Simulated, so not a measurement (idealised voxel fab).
process module | voxel capacitor over wiring
cross-section cut | 170 nm wide | cells 5 nm
A cross-section is a grid of square cells, given in bands from the top down. A band is one or more rows of cells.
Each band's line starts with the height of the band's top and of its bottom, in nm. Then come its materials from left to right, each with its width in nm. One material with "throughout" fills the band from edge to edge. "air" is empty space.
Height 0 is the level under which the wafer as received is all one material. The lowest band goes on downwards, as in "0 down".
A width such as "30 to 40" changes by the same amount from each row of cells to the next, from the band's top row to its bottom row.
"no change" after a step means that no cell of the cross-section changed.
closed voids: empty space of 8 cells or more with no open way to the top, each as width x height at its distance from the left edge, in nm
after a step's settings: what the simulator itself notes on the step
overlay nm, on a step with a mask: how far to the right of its planned place the mask lay; to the left if negative
plan
1 op RECEIVE | material Si
2 op CONFORMAL_DEP | material SiO2 | thk nm 10
3 op DIRECTIONAL_DEP | material TiN | thk nm 5
4 op DIRECTIONAL_DEP | material Ru | thk nm 15
5 op MASKED_ETCH | tone cover | mask id METAL_1 | width nm 25 | pitch nm 80 | etch materials Ru | depth nm 15 | overlay nm 0
6 op MASKED_ETCH | tone cover | mask id METAL_1 | width nm 25 | pitch nm 80 | etch materials TiN | depth nm 5 | overlay nm 0
7 op CONFORMAL_DEP | material SiCN | thk nm 5
8 op FILL_DEP | material lowk | thk nm 10
9 op CMP | height nm 30
10 op CONFORMAL_DEP | material SiCN | thk nm 5
11 op DIRECTIONAL_DEP | material lowk | thk nm 15
12 op PATTERN | tone open | mask id PLUG_1 | material resist | width nm 15 | thk nm 15 | overlay nm 0
13 op DIRECTIONAL_ETCH | etch materials lowk | depth nm 15
14 op DIRECTIONAL_ETCH | etch materials SiCN | depth nm 5
15 op STRIP | etch materials resist
16 op CONFORMAL_DEP | material TiN | thk nm 5
17 op FILL_DEP | material Ru | thk nm 5
18 op CMP | height nm 50
19 op DIRECTIONAL_DEP | material TiN | thk nm 10
20 op DIRECTIONAL_DEP | material SiN | thk nm 5
21 op DIRECTIONAL_DEP | material TiN | thk nm 10
22 op PATTERN | tone cover | mask id UPPER_PLATE | material resist | width nm 60 | thk nm 15 | overlay nm 0
23 op DIRECTIONAL_ETCH | etch materials TiN | depth nm 10
24 op DIRECTIONAL_ETCH | etch materials SiN | depth nm 5
25 op STRIP | etch materials resist
26 op DIRECTIONAL_DEP | material aC | thk nm 10
27 op PATTERN | tone cover | mask id LOWER_PLATE | material resist | width nm 70 | thk nm 25 | overlay nm 0
28 op DIRECTIONAL_ETCH | etch materials aC | depth nm 10
29 op STRIP | etch materials resist
30 op DIRECTIONAL_ETCH | etch materials TiN | depth nm 10
31 op STRIP | etch materials aC
32 op FILL_DEP | material SiO2 | thk nm 15
33 op CMP | height nm 85
34 op DIRECTIONAL_DEP | material aC | thk nm 15
35 op PATTERN | tone open | mask id PLUG_2 | material resist | width nm 15 | thk nm 30 | overlay nm 0
36 op DIRECTIONAL_ETCH | etch materials aC | depth nm 15
37 op STRIP | etch materials resist
38 op DIRECTIONAL_ETCH | etch materials SiO2 | depth nm 10
39 op STRIP | etch materials aC
40 op CONFORMAL_DEP | material TiN | thk nm 5
41 op FILL_DEP | material Ru | thk nm 10
42 op CMP | height nm 85
43 op CONFORMAL_DEP | material SiCN | thk nm 5
as received, after step 1
  0 down: Si throughout
  closed voids: none
a wafer at the end: this start, this plan, one mistake
  90 to 85: SiCN throughout
  85 to 80: SiO2 50 | TiN 5 | Ru 5 | TiN 5 | SiO2 105
  80 to 75: SiO2 50 | TiN 15 | SiO2 105
  75 to 65: SiO2 40 | TiN 60 | SiO2 70
  65 to 60: SiO2 40 | SiN 60 | SiO2 70
  60 to 50: SiO2 35 | TiN 70 | SiO2 65
  50 to 35: lowk 40 | TiN 5 | Ru 10 | TiN 5 | lowk 110
  35 to 30: SiCN 40 | TiN 20 | SiCN 110
  30 to 15: lowk 25 | SiCN 5 | Ru 25 | SiCN 5 | lowk 45 | SiCN 5 | Ru 25 | SiCN 5 | lowk 30
  15 to 10: SiCN 30 | TiN 25 | SiCN 55 | TiN 25 | SiCN 35
  10 to 0: SiO2 throughout
  0 down: Si throughout
  closed voids: none
what went wrong: step 12 ran as: op PATTERN | tone open | mask id PLUG_1 | material resist | width nm 20 | thk nm 15 | overlay nm 0
